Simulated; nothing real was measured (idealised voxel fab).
process module | voxel wiring stack
cross-section cut | 180 nm wide | cells 5 nm
A cross-section is a grid of square cells, given in bands from the top down. A band is one or more rows of cells.
Each band's line starts with the height of the band's top and of its bottom, in nm. Then come its materials from left to right, each with its width in nm. One material with "throughout" fills the band from edge to edge. "air" is empty space.
Height 0 is the level under which the wafer as received is all one material. The lowest band goes on downwards, as in "0 down".
A width such as "30 to 40" changes by the same amount from each row of cells to the next, from the band's top row to its bottom row.
"no change" after a step means that no cell of the cross-section changed.
closed voids: empty space of 8 cells or more with no open way to the top, each as width x height at its distance from the left edge, in nm
after a step's settings: what the simulator itself notes on the step
overlay nm, on a step with a mask: how far to the right of its planned place the mask lay; to the left if negative
plan
1 op RECEIVE | material Si
2 op CONFORMAL_DEP | material SiO2 | thk nm 10
3 op DIRECTIONAL_DEP | material TiN | thk nm 5
4 op DIRECTIONAL_DEP | material W | thk nm 15
5 op DIRECTIONAL_DEP | material aC | thk nm 15
6 op PATTERN | tone cover | mask id METAL_1 | material resist | width nm 20 | pitch nm 45 | thk nm 30 | overlay nm 0
7 op DIRECTIONAL_ETCH | etch materials aC | depth nm 15
8 op STRIP | etch materials resist
9 op DIRECTIONAL_ETCH | etch materials W | depth nm 15
10 op DIRECTIONAL_ETCH | etch materials TiN | depth nm 5
11 op STRIP | etch materials aC
12 op FILL_DEP | material SiO2 | thk nm 10
13 op CMP | height nm 30
14 op CONFORMAL_DEP | material SiCN | thk nm 5
15 op DIRECTIONAL_DEP | material lowk | thk nm 35
16 op DIRECTIONAL_DEP | material aC | thk nm 15
17 op PATTERN | tone open | mask id METAL_2_HOLES | material resist | width nm 15 | thk nm 35 | overlay nm 0
18 op DIRECTIONAL_ETCH | etch materials aC | depth nm 15
19 op STRIP | etch materials resist
20 op DIRECTIONAL_ETCH | etch materials lowk | depth nm 35
21 op STRIP | etch materials aC
22 op DIRECTIONAL_DEP | material aC | thk nm 15
23 op PATTERN | tone open | mask id METAL_2 | material resist | width nm 20 | pitch nm 45 | thk nm 30 | overlay nm 0
24 op DIRECTIONAL_ETCH | etch materials aC | depth nm 15
25 op STRIP | etch materials resist
26 op DIRECTIONAL_ETCH | etch materials lowk | depth nm 20
27 op DIRECTIONAL_ETCH | etch materials SiCN | depth nm 5
28 op STRIP | etch materials aC
29 op CONFORMAL_DEP | material TiN | thk nm 5
30 op FILL_DEP | material Cu | thk nm 5
31 op CMP | height nm 70
32 op CONFORMAL_DEP | material SiN | thk nm 5
as received, after step 1
  0 down: Si throughout
  closed voids: none
first wafer at the end, as planned
  75 to 70: SiN throughout
  70 to 55: lowk 55 | TiN 5 | Cu 10 | TiN 5 | lowk 25 | TiN 5 | Cu 10 | TiN 5 | lowk 60
  55 to 50: lowk 55 | TiN 5 | Cu 5 | TiN 10 | lowk 25 | TiN 20 | lowk 60
  50 to 35: lowk 55 | TiN 5 | Cu 5 | TiN 5 | lowk 110
  35 to 30: SiCN 55 | TiN 15 | SiCN 110
  30 to 15: SiO2 55 | W 20 | SiO2 25 | W 20 | SiO2 60
  15 to 10: SiO2 55 | TiN 20 | SiO2 25 | TiN 20 | SiO2 60
  10 to 0: SiO2 throughout
  0 down: Si throughout
  closed voids: none
second wafer at the end: like start, like plan, one mistake
  75 to 70: SiN throughout
  70 to 55: lowk 55 | TiN 5 | Cu 15 | TiN 5 | lowk 20 | TiN 5 | Cu 10 | TiN 5 | lowk 60
  55 to 50: lowk 55 | TiN 15 | Cu 5 | TiN 5 | lowk 20 | TiN 20 | lowk 60
  50 to 40: lowk 65 | TiN 5 | Cu 5 | TiN 5 | lowk 100
  40 to 35: lowk 65 | TiN 15 | lowk 100
  35 to 30: SiCN 65 | TiN 10 | SiCN 105
  30 to 15: SiO2 55 | W 20 | SiO2 25 | W 20 | SiO2 60
  15 to 10: SiO2 55 | TiN 20 | SiO2 25 | TiN 20 | SiO2 60
  10 to 0: SiO2 throughout
  0 down: Si throughout
  closed voids: none
what went wrong: step 17 ran as: op PATTERN | tone open | mask id METAL_2_HOLES | material resist | width nm 15 | thk nm 35 | overlay nm 10
at the end the second wafer has, in cells: 2 more of Cu | 1 more of SiCN | 1 more of TiN | 4 fewer of lowk
